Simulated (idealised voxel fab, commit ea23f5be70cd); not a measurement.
Name of the process module below: voxel fin reveal
For reference, the cross-section in this document is cut, with width 185 nm and square cells of 5 nm.
Throughout this document, each cross-section is represented as a grid of square cells and is presented as a sequence of bands enumerated from the top downward, where a band comprises one or more rows of cells. For a band, the entry starts with two heights in nm, that of the top and then that of the bottom, and carries on with the band's materials in order from left to right, each alongside its width in nm; the word "everywhere" beside a single material means it fills the band edge to edge, and "empty" means empty space. Heights from 0 (as-received wafer is one material below). Bottom band endless downward, as "0 nm and below". The width entry "30->40" should be interpreted row by row: the top row of cells in the band takes the first number, the bottom row takes the second number, and the change between adjacent rows is uniform throughout. The designation "remains unaltered", where it is given for a processing step, indicates that no cell of the cross-section was altered in the course of that step. You'll see "Voids, fully enclosed" listing empty spaces that have no way open to the top, as long as they're 8 cells or more; the notation is width x height at distance, where the distance is from the left edge, and all of it is in nm. It should be noted that, on the line of a given step, the content following the step's settings is a remark produced by the simulator itself with respect to that step. overlay nm, on a step with a mask: how far to the right of its planned place the mask lay; to the left if negative.

## Planned process steps
| 1 | RECEIVE with material Si |
| 2 | CONFORMAL_DEP with material SiN, thk nm 10 |
| 3 | PATTERN with tone cover, mask id FINS, material resist, width nm 15, pitch nm 40, thk nm 20, overlay nm 0 |
| 4 | DIRECTIONAL_ETCH with etch materials SiN, depth nm 10 |
| 5 | DIRECTIONAL_ETCH with etch materials Si, depth nm 35 |
| 6 | STRIP with etch materials resist |
| 7 | OXIDIZE with depth nm 5 |
| 8 | FILL_DEP with material SiO2, thk nm 10 |
| 9 | CMP with height nm 10 |
| 10 | SELECTIVE_ETCH with etch materials SiO2, depth nm 30 |
| 11 | STRIP with etch materials SiN |
| 12 | CONFORMAL_DEP with material HfO2, thk nm 5 |
The plan's step 3 width nm is the first wafer's value; the wafers differ in this setting and start identical.

## Cross-section of the first of several wafers as received (after step 1)
	0 nm and below | Si everywhere
	Voids, fully enclosed: none

## First wafer of several, cross-section, module end, after step 12 (last)
	5 nm to 0 nm | 65 of empty / 15 of HfO2 / 25 of empty / 15 of HfO2 / 65 of empty
	0 nm to -15 nm | 65 of empty / 5 of HfO2 / 5 of Si / 5 of HfO2 / 25 of empty / 5 of HfO2 / 5 of Si / 5 of HfO2 / 65 of empty
	-15 nm to -20 nm | 70 of HfO2 / 5 of Si / 35 of HfO2 / 5 of Si / 70 of HfO2
	-20 nm to -40 nm | 70 of SiO2 / 5 of Si / 35 of SiO2 / 5 of Si / 70 of SiO2
	-40 nm and below | Si everywhere
	Voids, fully enclosed: none

## Here's the last wafer cross-sectioned at the end of the module
	5 nm to 0 nm | 60 of empty / 25 of HfO2 / 15 of empty / 25 of HfO2 / 60 of empty
	0 nm to -15 nm | 60 of empty / 5 of HfO2 / 15 of Si / 5 of HfO2 / 15 of empty / 5 of HfO2 / 15 of Si / 5 of HfO2 / 60 of empty
	-15 nm to -20 nm | 65 of HfO2 / 15 of Si / 25 of HfO2 / 15 of Si / 65 of HfO2
	-20 nm to -40 nm | 65 of SiO2 / 15 of Si / 25 of SiO2 / 15 of Si / 65 of SiO2
	-40 nm and below | Si everywhere
	Voids, fully enclosed: none

## Below is a per-wafer table. In it, each row describes the wafer at the end of the module by giving, for each material, the number of cells gained (+) or lost (-) since the wafer was received, and after that the closed voids of the wafer
width nm 15 | +53 HfO2 | -280 Si | +140 SiO2 | Voids, fully enclosed: none
width nm 20 | +53 HfO2 | -264 Si | +132 SiO2 | Voids, fully enclosed: none
width nm 25 | +53 HfO2 | -248 Si | +124 SiO2 | Voids, fully enclosed: none
